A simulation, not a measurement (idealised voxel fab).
The process module presented herein is designated voxel released beams.
Square cells of 5 nm make up the cross-section cut, whose width is 290 nm.
Throughout this document, each cross-section is represented as a grid of square cells and is presented as a sequence of bands enumerated from the top downward, where a band comprises one or more rows of cells. For a band, the entry starts with two heights in nm, that of the top and then that of the bottom, and carries on with the band's materials in order from left to right, each alongside its width in nm; the word "edge to edge" beside a single material means it fills the band edge to edge, and "blank" means empty space. Heads up on the height convention: 0 is the point under which the incoming wafer is all one material, and the lowest band has no bottom, it just keeps going down, like "0 -> down". Width: "30->40" (first number = top row, second number = bottom row, same change from row to row of cells). "nothing changed" means the step left every cell of the cross-section as it was. Closed-off voids of 8+ cells (no open route to the top) go in "Closed empty spaces", written width x height at distance from the left edge, in nm. Read whatever lies past the settings on a step's line as the simulator's own remark about the step. overlay nm: mask right of planned place by this much (step with mask). Neg. = left.

## The steps planned for the process are as follows
1,RECEIVE,material Si
2,CONFORMAL_DEP,material SiN,thk nm 5
3,DIRECTIONAL_DEP,material SiO2,thk nm 15
4,DIRECTIONAL_DEP,material aC,thk nm 10
5,PATTERN,tone open,mask id ANCHOR,material resist,width nm 35,thk nm 25,overlay nm 0
6,DIRECTIONAL_ETCH,etch materials aC,depth nm 10
7,STRIP,etch materials resist
8,DIRECTIONAL_ETCH,etch materials SiO2,depth nm 15
9,STRIP,etch materials aC
10,CONFORMAL_DEP,material TiN,thk nm 15
11,PATTERN,tone cover,mask id BEAM,material resist,width nm 95,thk nm 20,overlay nm 0
12,DIRECTIONAL_ETCH,etch materials TiN,depth nm 15
13,STRIP,etch materials resist
14,STRIP,etch materials SiO2

## Incoming wafer, cross-sectional view, post step 1
0 -> down  Si edge to edge
Closed empty spaces: none

## End-of-module cross-section of the first of two wafers, processed as planned
35 -> 20  blank: 95 | TiN: 20 | blank: 5 | TiN: 70 | blank: 100
20 -> 5  blank: 100 | TiN: 35 | blank: 155
5 -> 0  SiN edge to edge
0 -> down  Si edge to edge
Closed empty spaces: none

## The second wafer, shown in cross-section after the module: started the same way as the first and given the same plan, yet one mistake crept into how it was run
35 -> 20  blank: 85 | TiN: 30 | blank: 5 | TiN: 60 | blank: 110
20 -> 5  blank: 100 | TiN: 35 | blank: 155
5 -> 0  SiN edge to edge
0 -> down  Si edge to edge
Closed empty spaces: none
Finding, execution versus plan: step 11 off recipe, ran as PATTERN,tone cover,mask id BEAM,material resist,width nm 95,thk nm 20,overlay nm -10
Matching per-material cell counts, mismatched positions: that is how the second wafer compares with the first at the end.
